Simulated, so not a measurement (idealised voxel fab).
process module | voxel ribs on slabs
cross-section cut | 275 nm wide | cells 5 nm
A cross-section is a grid of square cells, given in bands from the top down. A band is one or more rows of cells.
Each band's line starts with the height of the band's top and of its bottom, in nm. Then come its materials from left to right, each with its width in nm. One material with "throughout" fills the band from edge to edge. "air" is empty space.
Height 0 is the level under which the wafer as received is all one material. The lowest band goes on downwards, as in "0 down".
A width such as "30 to 40" changes by the same amount from each row of cells to the next, from the band's top row to its bottom row.
"no change" after a step means that no cell of the cross-section changed.
closed voids: empty space of 8 cells or more with no open way to the top, each as width x height at its distance from the left edge, in nm
after a step's settings: what the simulator itself notes on the step
overlay nm, on a step with a mask: how far to the right of its planned place the mask lay; to the left if negative
plan
1 op RECEIVE | material Si
2 op DIRECTIONAL_DEP | material SiO2 | thk nm 25
3 op DIRECTIONAL_DEP | material SiN | thk nm 25
4 op PATTERN | tone cover | mask id RIB | material resist | width nm 25 | thk nm 15 | overlay nm 0
5 op DIRECTIONAL_ETCH | etch materials SiN | depth nm 20
6 op STRIP | etch materials resist
7 op MASKED_ETCH | tone cover | mask id SLAB | width nm 85 | etch materials SiN | depth nm 5 | overlay nm 0
8 op FILL_DEP | material SiO2 | thk nm 25
9 op CMP | height nm 70
10 op DIRECTIONAL_DEP | material W | thk nm 5
11 op MASKED_ETCH | tone cover | mask id HEATER | width nm 35 | etch materials W | depth nm 5 | overlay nm 0
12 op CONFORMAL_DEP | material SiO2 | thk nm 10
first wafer, as planned
as received, after step 1
  0 down: Si throughout
  closed voids: none
after step 2
  25 to 0: SiO2 throughout
  below 0: unchanged
after step 3
  50 to 25: SiN throughout
  below 25: unchanged
after step 4
  65 to 50: air 125 | resist 25 | air 125
  below 50: unchanged
after step 5
  65 to 50: air 125 | resist 25 | air 125
  50 to 30: air 125 | SiN 25 | air 125
  below 30: unchanged
after step 6
  50 to 30: air 125 | SiN 25 | air 125
  below 30: unchanged
after step 7
  50 to 30: air 125 | SiN 25 | air 125
  30 to 25: air 95 | SiN 85 | air 95
  below 25: unchanged
after step 8
  75 to 50: SiO2 throughout
  50 to 30: SiO2 125 | SiN 25 | SiO2 125
  30 to 25: SiO2 95 | SiN 85 | SiO2 95
  below 25: unchanged
after step 9
  70 to 50: SiO2 throughout
  below 50: unchanged
after step 10
  75 to 70: W throughout
  below 70: unchanged
after step 11
  75 to 70: air 120 | W 35 | air 120
  below 70: unchanged
after step 12
  85 to 80: air 110 | SiO2 55 | air 110
  80 to 75: SiO2 throughout
  75 to 70: SiO2 120 | W 35 | SiO2 120
  below 70: unchanged
second wafer: like start, like plan, one mistake. Through step 11 it matches the first wafer
when step 12 should have ended
  80 to 75: air 115 | SiO2 45 | air 115
  75 to 70: SiO2 120 | W 35 | SiO2 120
  below 70: unchanged
what went wrong: step 12 ran as: op CONFORMAL_DEP | material SiO2 | thk nm 5
at the end the second wafer has, in cells: 57 fewer of SiO2
